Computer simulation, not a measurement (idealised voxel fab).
process module | voxel self aligned vias
We display cut, a cross-section 205 nm in width whose square cells are each 5 nm.
Throughout this document, each cross-section is represented as a grid of square cells and is presented as a sequence of bands enumerated from the top downward, where a band comprises one or more rows of cells.
Each band's line starts with the height of the band's top and of its bottom, in nm. Then come its materials from left to right, each with its width in nm. One material with "full width" fills the band from edge to edge. "air" is empty space.
Height reference: 0 = level under which incoming wafer is all one material. Lowest band: no bottom, runs on downward, e.g. "0..down".
Width: "30->40" (first number = top row, second number = bottom row, same change from row to row of cells).
The cross-section has no changed cell in any step marked "identical to before".
Closed empty spaces (no open way to the top) of 8 cells or more are what "Closed cavity list" lists, each as width x height at distance from the left edge, nm for all three.
Formally, on a step line, whatever follows the settings is a remark that the simulator itself makes on the step.
Among the settings permitted on a step's line is "overlay nm"; applied to a step with a mask, it specifies the extent to which the mask lay to the right of its planned position, whereas a negative figure signifies a position to the left.

This section lists the process steps that were planned
1) RECEIVE [material Si]
2) CONFORMAL_DEP [material SiO2] [thk nm 15]
3) CONFORMAL_DEP [material SiCN] [thk nm 5]
4) DIRECTIONAL_DEP [material SiO2] [thk nm 25]
5) MASKED_ETCH [tone open] [mask id LINES] [width nm 20] [pitch nm 70] [etch materials SiO2] [depth nm 25] [overlay nm 0]
6) CONFORMAL_DEP [material TiN] [thk nm 5]
7) FILL_DEP [material W] [thk nm 10]
8) CMP [height nm 45]
9) SELECTIVE_ETCH [etch materials W Ru TiN] [depth nm 5]
10) FILL_DEP [material SiN] [thk nm 5]
11) CMP [height nm 45]
12) DIRECTIONAL_DEP [material SiO2] [thk nm 15]
13) PATTERN [tone open] [mask id VIAS] [material resist] [width nm 40] [thk nm 20] [overlay nm 0]
14) DIRECTIONAL_ETCH [etch materials SiO2] [depth nm 15]
15) DIRECTIONAL_ETCH [etch materials SiN] [depth nm 5]
16) STRIP [etch materials resist]
17) CONFORMAL_DEP [material TiN] [thk nm 5]
18) FILL_DEP [material W] [thk nm 5]
19) CMP [height nm 60]
20) CONFORMAL_DEP [material SiN] [thk nm 5]

Here's what the wafer looked like in cross-section when it arrived - that's after step 1
	0..down  Si full width
	Closed cavity list: none

Starting wafer: above. Plan: above. Run: one mistake. Cross-section after the module: below
	65..60  SiN full width
	60..45  SiO2=45 / TiN=5 / W=30 / TiN=5 / SiO2=120
	45..40  SiO2=45 / TiN=40 / SiO2=40 / SiN=20 / SiO2=60
	40..35  SiO2=45 / TiN=15 / W=10 / TiN=15 / SiO2=40 / TiN=5 / W=10 / TiN=5 / SiO2=60
	35..25  SiO2=55 / TiN=5 / W=10 / TiN=5 / SiO2=50 / TiN=5 / W=10 / TiN=5 / SiO2=60
	25..20  SiO2=55 / TiN=20 / SiO2=50 / TiN=20 / SiO2=60
	20..15  SiCN full width
	15..0  SiO2 full width
	0..down  Si full width
	Closed cavity list: none
Where did the run depart from the plan? for step 14, the planned setting was not used; the step was instead run as DIRECTIONAL_ETCH [etch materials SiO2] [depth nm 25]
